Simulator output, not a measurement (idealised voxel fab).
Process module under the name voxel ribs on slabs
This is section cut - it's 150 nm across, gridded in 5 nm square cells.
How to read a cross-section here: the picture is a grid of square cells, written as bands going from the top down, and any band can span one or more rows of cells.
The band entry comprises the height of the band's top followed by the height of its bottom, expressed in nm, and subsequently the band's materials from left to right, each stated together with its width in nm. Where a single material is marked with the word "all across", that material fills the band from edge to edge. The word "air" represents empty space.
Heights are expressed relative to 0, this being the level below which the as-received wafer comprises one material exclusively. The lowest band is unbounded in the downward direction and is denoted as in "0..down".
A width given as "30 to 40" starts at the first number in the band's top row and ends at the second number in its bottom row, shifting by an equal amount at every step from row to row.
Step note "all unchanged" = no cross-section cell changed.
Entry "Closed-off voids". Content: empty spaces with no open connection to the top, size 8 cells or greater. Each: width x height at distance. Distance: from left edge. Unit: nm.
Read whatever lies past the settings on a step's line as the simulator's own remark about the step.
overlay nm: for a step with a mask, the amount by which the mask lay right of where it was planned; a negative amount means left of it.

The following list gives the planned process steps
| 1 | op RECEIVE | material Si |
| 2 | op DIRECTIONAL_DEP | material SiO2 | thk nm 30 |
| 3 | op DIRECTIONAL_DEP | material polySi | thk nm 20 |
| 4 | op DIRECTIONAL_DEP | material aC | thk nm 15 |
| 5 | op PATTERN | tone cover | mask id RIB | material resist | width nm 20 | thk nm 30 | overlay nm 0 |
| 6 | op DIRECTIONAL_ETCH | etch materials aC | depth nm 15 |
| 7 | op STRIP | etch materials resist |
| 8 | op DIRECTIONAL_ETCH | etch materials polySi | depth nm 15 |
| 9 | op STRIP | etch materials aC |
| 10 | op PATTERN | tone cover | mask id SLAB | material resist | width nm 60 | thk nm 15 | overlay nm 0 |
| 11 | op DIRECTIONAL_ETCH | etch materials polySi | depth nm 5 |
| 12 | op STRIP | etch materials resist |
| 13 | op FILL_DEP | material SiO2 | thk nm 25 |
| 14 | op CMP | height nm 65 |
| 15 | op DIRECTIONAL_DEP | material W | thk nm 5 |
| 16 | op PATTERN | tone cover | mask id HEATER | material resist | width nm 30 | thk nm 15 | overlay nm 0 |
| 17 | op DIRECTIONAL_ETCH | etch materials W | depth nm 5 |
| 18 | op STRIP | etch materials resist |
| 19 | op CONFORMAL_DEP | material SiO2 | thk nm 5 |

As received, after step 1
	0..down: Si all across
	Closed-off voids: none

Post-module cross-section: identical start and plan to those above, one misstep in execution
	75..70: 55 of air; 40 of SiO2; 55 of air
	70..65: 60 of SiO2; 30 of W; 60 of SiO2
	65..40: SiO2 all across
	40..30: 65 of SiO2; 20 of polySi; 65 of SiO2
	30..0: SiO2 all across
	0..down: Si all across
	Closed-off voids: none
Where did the run depart from the plan? step 3 was processed under conditions differing from the plan, specifically as op DIRECTIONAL_DEP | material polySi | thk nm 10
